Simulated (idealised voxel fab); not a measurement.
Process module, titled voxel self aligned contacts
It is cross-section cut that appears here, measuring 290 nm in width, its square cells being 5 nm in size.
Cross-section format: a grid of square cells, given as bands from top to bottom; each band is one or more rows of cells.
Quick guide to a band line: top height, bottom height (nm) up front; then every material left to right with its width in nm. Only one material and it's marked "throughout"? Then it fills the band edge to edge. And "blank" just means empty space.
Below 0: as-received wafer, all one material; heights counted from there. Lowest band: no bottom, goes on down, written "z 0 and below".
A width given as "30->40" starts at the first number in the band's top row and ends at the second number in its bottom row, shifting by an equal amount at every step from row to row.
"all unchanged" (step): cross-section cells unchanged, all of them.
Completely enclosed voids: empty space of 8 cells or more with no open way to the top, each as width x height at its distance from the left edge, in nm
Anything after a step's settings on that line? It's the simulator's own note about the step.
If you see "overlay nm" on a step's line and that step has a mask, it's telling you how far right of where it was planned the mask ended up; a negative number means it went left instead.
The steps planned for the process are as follows:
| 1 | RECEIVE [material Si] |
| 2 | CONFORMAL_DEP [material SiO2] [thk nm 5] |
| 3 | DIRECTIONAL_DEP [material polySi] [thk nm 25] |
| 4 | DIRECTIONAL_DEP [material SiN] [thk nm 20] |
| 5 | DIRECTIONAL_DEP [material aC] [thk nm 10] |
| 6 | PATTERN [tone cover] [mask id GATE] [material resist] [width nm 35] [pitch nm 80] [thk nm 25] [overlay nm 0] |
| 7 | DIRECTIONAL_ETCH [etch materials aC] [depth nm 10] |
| 8 | STRIP [etch materials resist] |
| 9 | DIRECTIONAL_ETCH [etch materials SiN] [depth nm 20] |
| 10 | DIRECTIONAL_ETCH [etch materials polySi] [depth nm 25] |
| 11 | STRIP [etch materials aC] |
| 12 | CONFORMAL_DEP [material SiN] [thk nm 10] |
| 13 | DIRECTIONAL_ETCH [etch materials SiN] [depth nm 10] |
| 14 | FILL_DEP [material SiO2] [thk nm 15] |
| 15 | CMP [height nm 55] |
| 16 | MASKED_ETCH [tone open] [mask id CONTACT] [width nm 65] [pitch nm 80] [etch materials SiO2] [depth nm 55] [overlay nm 0] |
| 17 | CONFORMAL_DEP [material TiN] [thk nm 5] |
| 18 | FILL_DEP [material W] [thk nm 5] |
| 19 | CMP [height nm 55] |
| 20 | CONFORMAL_DEP [material SiN] [thk nm 5] |
First of two wafers, with the run carried out as planned:
Cross-section of the wafer upon arrival, representing the state reached after step 1:
    z 0 and below  Si throughout
    Completely enclosed voids: none
Cross-sectional representation of the wafer at the conclusion of step 2:
    z 5 to 0  SiO2 throughout
    Below 0, the layers are the same as they were.
Cross-sectional representation of the wafer at the conclusion of step 3:
    z 30 to 5  polySi throughout
    Below 5, the layers are the same as they were.
Cross-sectional representation of the wafer at the conclusion of step 4:
    z 50 to 30  SiN throughout
    Below 30, the layers are the same as they were.
Cross-sectional representation of the wafer at the conclusion of step 5:
    z 60 to 50  aC throughout
    Below 50, the layers are the same as they were.
Cross-sectional representation of the wafer at the conclusion of step 6:
    z 85 to 60  blank: 45; resist: 35; blank: 45; resist: 35; blank: 45; resist: 35; blank: 50
    Below 60, the layers are the same as they were.
Cross-sectional representation of the wafer at the conclusion of step 7:
    z 75 to 60  blank: 45; resist: 35; blank: 45; resist: 35; blank: 45; resist: 35; blank: 50
    z 60 to 50  blank: 45; aC: 35; blank: 45; aC: 35; blank: 45; aC: 35; blank: 50
    Below 50, the layers are the same as they were.
Cross-sectional representation of the wafer at the conclusion of step 8:
    z 60 to 50  blank: 45; aC: 35; blank: 45; aC: 35; blank: 45; aC: 35; blank: 50
    Below 50, the layers are the same as they were.
Cross-sectional representation of the wafer at the conclusion of step 9:
    z 60 to 50  blank: 45; aC: 35; blank: 45; aC: 35; blank: 45; aC: 35; blank: 50
    z 50 to 30  blank: 45; SiN: 35; blank: 45; SiN: 35; blank: 45; SiN: 35; blank: 50
    Below 30, the layers are the same as they were.
Cross-sectional representation of the wafer at the conclusion of step 10:
    z 60 to 50  blank: 45; aC: 35; blank: 45; aC: 35; blank: 45; aC: 35; blank: 50
    z 50 to 30  blank: 45; SiN: 35; blank: 45; SiN: 35; blank: 45; SiN: 35; blank: 50
    z 30 to 5  blank: 45; polySi: 35; blank: 45; polySi: 35; blank: 45; polySi: 35; blank: 50
    Below 5, the layers are the same as they were.
Cross-sectional representation of the wafer at the conclusion of step 11:
    z 50 to 30  blank: 45; SiN: 35; blank: 45; SiN: 35; blank: 45; SiN: 35; blank: 50
    Below 30, the layers are the same as they were.
Cross-sectional representation of the wafer at the conclusion of step 12:
    z 60 to 30  blank: 35; SiN: 55; blank: 25; SiN: 55; blank: 25; SiN: 55; blank: 40
    z 30 to 15  blank: 35; SiN: 10; polySi: 35; SiN: 10; blank: 25; SiN: 10; polySi: 35; SiN: 10; blank: 25; SiN: 10; polySi: 35; SiN: 10; blank: 40
    z 15 to 5  SiN: 45; polySi: 35; SiN: 45; polySi: 35; SiN: 45; polySi: 35; SiN: 50
    Below 5, the layers are the same as they were.
Cross-sectional representation of the wafer at the conclusion of step 13:
    z 50 to 30  blank: 35; SiN: 55; blank: 25; SiN: 55; blank: 25; SiN: 55; blank: 40
    z 30 to 5  blank: 35; SiN: 10; polySi: 35; SiN: 10; blank: 25; SiN: 10; polySi: 35; SiN: 10; blank: 25; SiN: 10; polySi: 35; SiN: 10; blank: 40
    Below 5, the layers are the same as they were.
Cross-sectional representation of the wafer at the conclusion of step 14:
    z 65 to 50  SiO2 throughout
    z 50 to 30  SiO2: 35; SiN: 55; SiO2: 25; SiN: 55; SiO2: 25; SiN: 55; SiO2: 40
    z 30 to 5  SiO2: 35; SiN: 10; polySi: 35; SiN: 10; SiO2: 25; SiN: 10; polySi: 35; SiN: 10; SiO2: 25; SiN: 10; polySi: 35; SiN: 10; SiO2: 40
    Below 5, the layers are the same as they were.
Cross-sectional representation of the wafer at the conclusion of step 15:
    z 55 to 50  SiO2 throughout
    Below 50, the layers are the same as they were.
Cross-sectional representation of the wafer at the conclusion of step 16:
    z 55 to 50  SiO2: 70; blank: 65; SiO2: 15; blank: 65; SiO2: 75
    z 50 to 30  SiO2: 35; SiN: 55; blank: 25; SiN: 55; blank: 25; SiN: 55; SiO2: 40
    z 30 to 5  SiO2: 35; SiN: 10; polySi: 35; SiN: 10; blank: 25; SiN: 10; polySi: 35; SiN: 10; blank: 25; SiN: 10; polySi: 35; SiN: 10; SiO2: 40
    z 5 to 0  SiO2: 90; blank: 25; SiO2: 55; blank: 25; SiO2: 95
    Below 0, the layers are the same as they were.
Cross-sectional representation of the wafer at the conclusion of step 17:
    z 60 to 55  TiN: 75; blank: 55; TiN: 25; blank: 55; TiN: 80
    z 55 to 50  SiO2: 70; TiN: 25; blank: 15; TiN: 25; SiO2: 15; TiN: 25; blank: 15; TiN: 25; SiO2: 75
    z 50 to 30  SiO2: 35; SiN: 55; TiN: 5; blank: 15; TiN: 5; SiN: 55; TiN: 5; blank: 15; TiN: 5; SiN: 55; SiO2: 40
    z 30 to 5  SiO2: 35; SiN: 10; polySi: 35; SiN: 10; TiN: 5; blank: 15; TiN: 5; SiN: 10; polySi: 35; SiN: 10; TiN: 5; blank: 15; TiN: 5; SiN: 10; polySi: 35; SiN: 10; SiO2: 40
    z 5 to 0  SiO2: 90; TiN: 25; SiO2: 55; TiN: 25; SiO2: 95
    Below 0, the layers are the same as they were.
Cross-sectional representation of the wafer at the conclusion of step 18:
    z 65 to 60  W throughout
    z 60 to 55  TiN: 75; W: 55; TiN: 25; W: 55; TiN: 80
    z 55 to 50  SiO2: 70; TiN: 25; W: 15; TiN: 25; SiO2: 15; TiN: 25; W: 15; TiN: 25; SiO2: 75
    z 50 to 30  SiO2: 35; SiN: 55; TiN: 5; W: 15; TiN: 5; SiN: 55; TiN: 5; W: 15; TiN: 5; SiN: 55; SiO2: 40
    z 30 to 5  SiO2: 35; SiN: 10; polySi: 35; SiN: 10; TiN: 5; W: 15; TiN: 5; SiN: 10; polySi: 35; SiN: 10; TiN: 5; W: 15; TiN: 5; SiN: 10; polySi: 35; SiN: 10; SiO2: 40
    Below 5, the layers are the same as they were.
Cross-sectional representation of the wafer at the conclusion of step 19:
    z 55 to 50  SiO2: 70; TiN: 25; W: 15; TiN: 25; SiO2: 15; TiN: 25; W: 15; TiN: 25; SiO2: 75
    Below 50, the layers are the same as they were.
Cross-sectional representation of the wafer at the conclusion of step 20:
    z 60 to 55  SiN throughout
    Below 55, the layers are the same as they were.
Now the other wafer: same start, same recipe, but we messed up one thing when running it. Up to and including step 1 it's the same as the first one:
Look at the second wafer in cross-section at the time step 2 ought to have finished: all unchanged
Look at the second wafer in cross-section at the time step 3 ought to have finished:
    z 25 to 0  polySi throughout
    Below 0, the layers are the same as they were.
Look at the second wafer in cross-section at the time step 4 ought to have finished:
    z 45 to 25  SiN throughout
    Below 25, the layers are the same as they were.
Look at the second wafer in cross-section at the time step 5 ought to have finished:
    z 55 to 45  aC throughout
    Below 45, the layers are the same as they were.
Look at the second wafer in cross-section at the time step 6 ought to have finished:
    z 80 to 55  blank: 45; resist: 35; blank: 45; resist: 35; blank: 45; resist: 35; blank: 50
    Below 55, the layers are the same as they were.
Look at the second wafer in cross-section at the time step 7 ought to have finished:
    z 70 to 55  blank: 45; resist: 35; blank: 45; resist: 35; blank: 45; resist: 35; blank: 50
    z 55 to 45  blank: 45; aC: 35; blank: 45; aC: 35; blank: 45; aC: 35; blank: 50
    Below 45, the layers are the same as they were.
Look at the second wafer in cross-section at the time step 8 ought to have finished:
    z 55 to 45  blank: 45; aC: 35; blank: 45; aC: 35; blank: 45; aC: 35; blank: 50
    Below 45, the layers are the same as they were.
Look at the second wafer in cross-section at the time step 9 ought to have finished:
    z 55 to 45  blank: 45; aC: 35; blank: 45; aC: 35; blank: 45; aC: 35; blank: 50
    z 45 to 25  blank: 45; SiN: 35; blank: 45; SiN: 35; blank: 45; SiN: 35; blank: 50
    Below 25, the layers are the same as they were.
Look at the second wafer in cross-section at the time step 10 ought to have finished:
    z 55 to 45  blank: 45; aC: 35; blank: 45; aC: 35; blank: 45; aC: 35; blank: 50
    z 45 to 25  blank: 45; SiN: 35; blank: 45; SiN: 35; blank: 45; SiN: 35; blank: 50
    z 25 to 0  blank: 45; polySi: 35; blank: 45; polySi: 35; blank: 45; polySi: 35; blank: 50
    Below 0, the layers are the same as they were.
Look at the second wafer in cross-section at the time step 11 ought to have finished:
    z 45 to 25  blank: 45; SiN: 35; blank: 45; SiN: 35; blank: 45; SiN: 35; blank: 50
    Below 25, the layers are the same as they were.
Look at the second wafer in cross-section at the time step 12 ought to have finished:
    z 55 to 25  blank: 35; SiN: 55; blank: 25; SiN: 55; blank: 25; SiN: 55; blank: 40
    z 25 to 10  blank: 35; SiN: 10; polySi: 35; SiN: 10; blank: 25; SiN: 10; polySi: 35; SiN: 10; blank: 25; SiN: 10; polySi: 35; SiN: 10; blank: 40
    z 10 to 0  SiN: 45; polySi: 35; SiN: 45; polySi: 35; SiN: 45; polySi: 35; SiN: 50
    Below 0, the layers are the same as they were.
Look at the second wafer in cross-section at the time step 13 ought to have finished:
    z 45 to 25  blank: 35; SiN: 55; blank: 25; SiN: 55; blank: 25; SiN: 55; blank: 40
    z 25 to 0  blank: 35; SiN: 10; polySi: 35; SiN: 10; blank: 25; SiN: 10; polySi: 35; SiN: 10; blank: 25; SiN: 10; polySi: 35; SiN: 10; blank: 40
    Below 0, the layers are the same as they were.
Look at the second wafer in cross-section at the time step 14 ought to have finished:
    z 60 to 45  SiO2 throughout
    z 45 to 25  SiO2: 35; SiN: 55; SiO2: 25; SiN: 55; SiO2: 25; SiN: 55; SiO2: 40
    z 25 to 0  SiO2: 35; SiN: 10; polySi: 35; SiN: 10; SiO2: 25; SiN: 10; polySi: 35; SiN: 10; SiO2: 25; SiN: 10; polySi: 35; SiN: 10; SiO2: 40
    Below 0, the layers are the same as they were.
Look at the second wafer in cross-section at the time step 15 ought to have finished:
    z 55 to 45  SiO2 throughout
    Below 45, the layers are the same as they were.
Look at the second wafer in cross-section at the time step 16 ought to have finished:
    z 55 to 45  SiO2: 70; blank: 65; SiO2: 15; blank: 65; SiO2: 75
    z 45 to 25  SiO2: 35; SiN: 55; blank: 25; SiN: 55; blank: 25; SiN: 55; SiO2: 40
    z 25 to 0  SiO2: 35; SiN: 10; polySi: 35; SiN: 10; blank: 25; SiN: 10; polySi: 35; SiN: 10; blank: 25; SiN: 10; polySi: 35; SiN: 10; SiO2: 40
    Below 0, the layers are the same as they were.
Look at the second wafer in cross-section at the time step 17 ought to have finished:
    z 60 to 55  TiN: 75; blank: 55; TiN: 25; blank: 55; TiN: 80
    z 55 to 45  SiO2: 70; TiN: 5->25; blank: 55->15; TiN: 5->25; SiO2: 15; TiN: 5->25; blank: 55->15; TiN: 5->25; SiO2: 75
    z 45 to 25  SiO2: 35; SiN: 55; TiN: 5; blank: 15; TiN: 5; SiN: 55; TiN: 5; blank: 15; TiN: 5; SiN: 55; SiO2: 40
    z 25 to 5  SiO2: 35; SiN: 10; polySi: 35; SiN: 10; TiN: 5; blank: 15; TiN: 5; SiN: 10; polySi: 35; SiN: 10; TiN: 5; blank: 15; TiN: 5; SiN: 10; polySi: 35; SiN: 10; SiO2: 40
    z 5 to 0  SiO2: 35; SiN: 10; polySi: 35; SiN: 10; TiN: 25; SiN: 10; polySi: 35; SiN: 10; TiN: 25; SiN: 10; polySi: 35; SiN: 10; SiO2: 40
    Below 0, the layers are the same as they were.
Look at the second wafer in cross-section at the time step 18 ought to have finished:
    z 65 to 60  W throughout
    z 60 to 55  TiN: 75; W: 55; TiN: 25; W: 55; TiN: 80
    z 55 to 45  SiO2: 70; TiN: 5->25; W: 55->15; TiN: 5->25; SiO2: 15; TiN: 5->25; W: 55->15; TiN: 5->25; SiO2: 75
    z 45 to 25  SiO2: 35; SiN: 55; TiN: 5; W: 15; TiN: 5; SiN: 55; TiN: 5; W: 15; TiN: 5; SiN: 55; SiO2: 40
    z 25 to 5  SiO2: 35; SiN: 10; polySi: 35; SiN: 10; TiN: 5; W: 15; TiN: 5; SiN: 10; polySi: 35; SiN: 10; TiN: 5; W: 15; TiN: 5; SiN: 10; polySi: 35; SiN: 10; SiO2: 40
    Below 5, the layers are the same as they were.
Look at the second wafer in cross-section at the time step 19 ought to have finished:
    z 55 to 45  SiO2: 70; TiN: 5->25; W: 55->15; TiN: 5->25; SiO2: 15; TiN: 5->25; W: 55->15; TiN: 5->25; SiO2: 75
    Below 45, the layers are the same as they were.
Look at the second wafer in cross-section at the time step 20 ought to have finished:
    z 60 to 55  SiN throughout
    Below 55, the layers are the same as they were.
Diagnosis: yeah, step 2 of the plan got skipped, never ran
End of process, cell counts, second wafer against first, materials with more or fewer: SiO2 -16, W +16
